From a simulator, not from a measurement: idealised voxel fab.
process module | voxel self aligned contacts
cross-section cut | 245 nm wide | cells 5 nm
A cross-section is a grid of square cells, given in bands from the top down. A band is one or more rows of cells.
Each band's line starts with the height of the band's top and of its bottom, in nm. Then come its materials from left to right, each with its width in nm. One material with "throughout" fills the band from edge to edge. "air" is empty space.
Height 0 is the level under which the wafer as received is all one material. The lowest band goes on downwards, as in "0 down".
A width such as "30 to 40" changes by the same amount from each row of cells to the next, from the band's top row to its bottom row.
"no change" after a step means that no cell of the cross-section changed.
closed voids: empty space of 8 cells or more with no open way to the top, each as width x height at its distance from the left edge, in nm
after a step's settings: what the simulator itself notes on the step
overlay nm, on a step with a mask: how far to the right of its planned place the mask lay; to the left if negative
plan
1 op RECEIVE | material Si
2 op OXIDIZE | depth nm 5
3 op DIRECTIONAL_DEP | material polySi | thk nm 20
4 op DIRECTIONAL_DEP | material SiN | thk nm 20
5 op PATTERN | tone cover | mask id GATE | material resist | width nm 25 | pitch nm 60 | thk nm 20 | overlay nm 0
6 op DIRECTIONAL_ETCH | etch materials SiN | depth nm 20
7 op DIRECTIONAL_ETCH | etch materials polySi | depth nm 20
8 op STRIP | etch materials resist
9 op CONFORMAL_DEP | material SiN | thk nm 5
10 op DIRECTIONAL_ETCH | etch materials SiN | depth nm 5
11 op FILL_DEP | material SiO2 | thk nm 10
12 op CMP | height nm 45
13 op MASKED_ETCH | tone open | mask id CONTACT | width nm 45 | etch materials SiO2 | depth nm 50 | overlay nm 0
14 op CONFORMAL_DEP | material TiN | thk nm 5
15 op FILL_DEP | material W | thk nm 10
16 op CMP | height nm 45
17 op CONFORMAL_DEP | material SiN | thk nm 5
varied across the wafers: width nm of step 5. The plan shows the first wafer's value. All wafers start alike
first wafer as received, after step 1
  0 down: Si throughout
  closed voids: none
first wafer at the end, after step 17
  50 to 45: SiN throughout
  45 to 40: SiO2 100 | TiN 15 | W 15 | TiN 15 | SiO2 100
  40 to 20: SiO2 75 | SiN 35 | TiN 5 | W 15 | TiN 5 | SiN 35 | SiO2 75
  20 to 0: SiO2 75 | SiN 5 | polySi 25 | SiN 5 | TiN 5 | W 15 | TiN 5 | SiN 5 | polySi 25 | SiN 5 | SiO2 75
  0 to -5: SiO2 110 | TiN 25 | SiO2 110
  -5 down: Si throughout
  closed voids: none
last wafer at the end
  50 to 45: SiN throughout
  45 to 40: SiO2 100 | TiN 45 | SiO2 100
  40 to 20: SiO2 65 | SiN 55 | TiN 5 | SiN 55 | SiO2 65
  20 to 0: SiO2 65 | SiN 5 | polySi 45 | SiN 5 | TiN 5 | SiN 5 | polySi 45 | SiN 5 | SiO2 65
  0 to -5: SiO2 120 | TiN 5 | SiO2 120
  -5 down: Si throughout
  closed voids: none
each wafer at the end: cells of each material gained (+) or lost (-) since it was received, then its closed voids
width nm 25 | -49 Si | +121 SiN | +324 SiO2 | +27 TiN | +27 W | +40 polySi | closed voids: none
width nm 30 | -49 Si | +129 SiN | +317 SiO2 | +27 TiN | +18 W | +48 polySi | closed voids: none
width nm 35 | -49 Si | +137 SiN | +310 SiO2 | +27 TiN | +9 W | +56 polySi | closed voids: none
width nm 40 | -49 Si | +145 SiN | +303 SiO2 | +27 TiN | +64 polySi | closed voids: none
width nm 45 | -49 Si | +153 SiN | +296 SiO2 | +18 TiN | +72 polySi | closed voids: none
